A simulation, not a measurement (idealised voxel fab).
process module | voxel ribs on slabs
This is section cut - it's 240 nm across, gridded in 5 nm square cells.
If you're reading a cross-section in this doc, picture square cells in a grid; it comes to you as bands, top ones listed first down to the bottom, and a band can be one or more rows of cells.
In this notation a band is specified by the heights of its top and bottom, in that order and in nm, after which its materials appear from left to right, each paired with its width in nm. The word "everywhere" attached to a single material means that material fills the band from edge to edge; the word "air" stands for empty space.
Note: height 0 marks the level under which the wafer is uniformly one material as received. Lowest band unbounded below, written "0 and below".
Width spec "30..40" -> top row of cells at first value, bottom row at second value, equal per-row change in between.
Key: "no modification" - step with no changed cell in the cross-section.
Any empty space of 8 cells or more lacking an open way to the top shows up in "Closed void entries" as width x height at distance, distance from the left edge, in nm.
Formally, on a step line, whatever follows the settings is a remark that the simulator itself makes on the step.
A step line may carry the setting "overlay nm", which, for steps involving a mask, states the distance by which the mask lay to the right of its intended position; negative values denote displacement to the left.
Intended process steps:
- 1: RECEIVE | material Si
- 2: DIRECTIONAL_DEP | material SiO2 | thk nm 30
- 3: DIRECTIONAL_DEP | material SiN | thk nm 20
- 4: MASKED_ETCH | tone cover | mask id RIB | width nm 30 | etch materials SiN | depth nm 10 | overlay nm 0
- 5: PATTERN | tone cover | mask id SLAB | material resist | width nm 60 | thk nm 20 | overlay nm 0
- 6: DIRECTIONAL_ETCH | etch materials SiN | depth nm 10
- 7: STRIP | etch materials resist
- 8: FILL_DEP | material SiO2 | thk nm 20
- 9: CMP | height nm 60
- 10: DIRECTIONAL_DEP | material TiN | thk nm 10
- 11: MASKED_ETCH | tone cover | mask id HEATER | width nm 40 | etch materials TiN | depth nm 10 | overlay nm 0
- 12: CONFORMAL_DEP | material SiO2 | thk nm 5
The following pertains to the first of two wafers, which was processed as planned:
Here's what the wafer looked like in cross-section when it arrived - that's after step 1:
0 and below  Si everywhere
Closed void entries: none
Wafer xsec, post step 2:
30 down to 0  SiO2 everywhere
For the remainder of the cross-section, below 0, there is no change.
Wafer xsec, post step 3:
50 down to 30  SiN everywhere
For the remainder of the cross-section, below 30, there is no change.
Wafer xsec, post step 4:
50 down to 40  air: 105, SiN: 30, air: 105
For the remainder of the cross-section, below 40, there is no change.
Wafer xsec, post step 5:
70 down to 50  air: 90, resist: 60, air: 90
50 down to 40  air: 90, resist: 15, SiN: 30, resist: 15, air: 90
For the remainder of the cross-section, below 40, there is no change.
Wafer xsec, post step 6:
70 down to 50  air: 90, resist: 60, air: 90
50 down to 40  air: 90, resist: 15, SiN: 30, resist: 15, air: 90
40 down to 30  air: 90, SiN: 60, air: 90
For the remainder of the cross-section, below 30, there is no change.
Wafer xsec, post step 7:
50 down to 40  air: 105, SiN: 30, air: 105
For the remainder of the cross-section, below 40, there is no change.
Wafer xsec, post step 8:
70 down to 50  SiO2 everywhere
50 down to 40  SiO2: 105, SiN: 30, SiO2: 105
40 down to 30  SiO2: 90, SiN: 60, SiO2: 90
For the remainder of the cross-section, below 30, there is no change.
Wafer xsec, post step 9:
60 down to 50  SiO2 everywhere
For the remainder of the cross-section, below 50, there is no change.
Wafer xsec, post step 10:
70 down to 60  TiN everywhere
For the remainder of the cross-section, below 60, there is no change.
Wafer xsec, post step 11:
70 down to 60  air: 100, TiN: 40, air: 100
For the remainder of the cross-section, below 60, there is no change.
Wafer xsec, post step 12:
75 down to 70  air: 95, SiO2: 50, air: 95
70 down to 65  air: 95, SiO2: 5, TiN: 40, SiO2: 5, air: 95
65 down to 60  SiO2: 100, TiN: 40, SiO2: 100
For the remainder of the cross-section, below 60, there is no change.
Okay, second wafer. Nothing different at the start, nothing different in the plan, just one mistake somewhere in the running. As far as step 3, counting that step, it's the first wafer all over again:
Cross-section of the second wafer when, according to plan, step 4 should have finished:
50 down to 40  air: 100, SiN: 30, air: 110
For the remainder of the cross-section, below 40, there is no change.
Cross-section of the second wafer when, according to plan, step 5 should have finished:
70 down to 50  air: 90, resist: 60, air: 90
50 down to 40  air: 90, resist: 10, SiN: 30, resist: 20, air: 90
For the remainder of the cross-section, below 40, there is no change.
Cross-section of the second wafer when, according to plan, step 6 should have finished:
70 down to 50  air: 90, resist: 60, air: 90
50 down to 40  air: 90, resist: 10, SiN: 30, resist: 20, air: 90
40 down to 30  air: 90, SiN: 60, air: 90
For the remainder of the cross-section, below 30, there is no change.
Cross-section of the second wafer when, according to plan, step 7 should have finished:
50 down to 40  air: 100, SiN: 30, air: 110
For the remainder of the cross-section, below 40, there is no change.
Cross-section of the second wafer when, according to plan, step 8 should have finished:
70 down to 50  SiO2 everywhere
50 down to 40  SiO2: 100, SiN: 30, SiO2: 110
40 down to 30  SiO2: 90, SiN: 60, SiO2: 90
For the remainder of the cross-section, below 30, there is no change.
Cross-section of the second wafer when, according to plan, step 9 should have finished:
60 down to 50  SiO2 everywhere
For the remainder of the cross-section, below 50, there is no change.
Cross-section of the second wafer when, according to plan, step 10 should have finished:
70 down to 60  TiN everywhere
For the remainder of the cross-section, below 60, there is no change.
Cross-section of the second wafer when, according to plan, step 11 should have finished:
70 down to 60  air: 100, TiN: 40, air: 100
For the remainder of the cross-section, below 60, there is no change.
Cross-section of the second wafer when, according to plan, step 12 should have finished:
75 down to 70  air: 95, SiO2: 50, air: 95
70 down to 65  air: 95, SiO2: 5, TiN: 40, SiO2: 5, air: 95
65 down to 60  SiO2: 100, TiN: 40, SiO2: 100
For the remainder of the cross-section, below 60, there is no change.
Want to know what went wrong? the process deviated at step 4: the operation and settings actually run there were MASKED_ETCH | tone cover | mask id RIB | width nm 30 | etch materials SiN | depth nm 10 | overlay nm -5
At the end, the second wafer has the same number of cells of each material as the first, but those cells sit in other places.
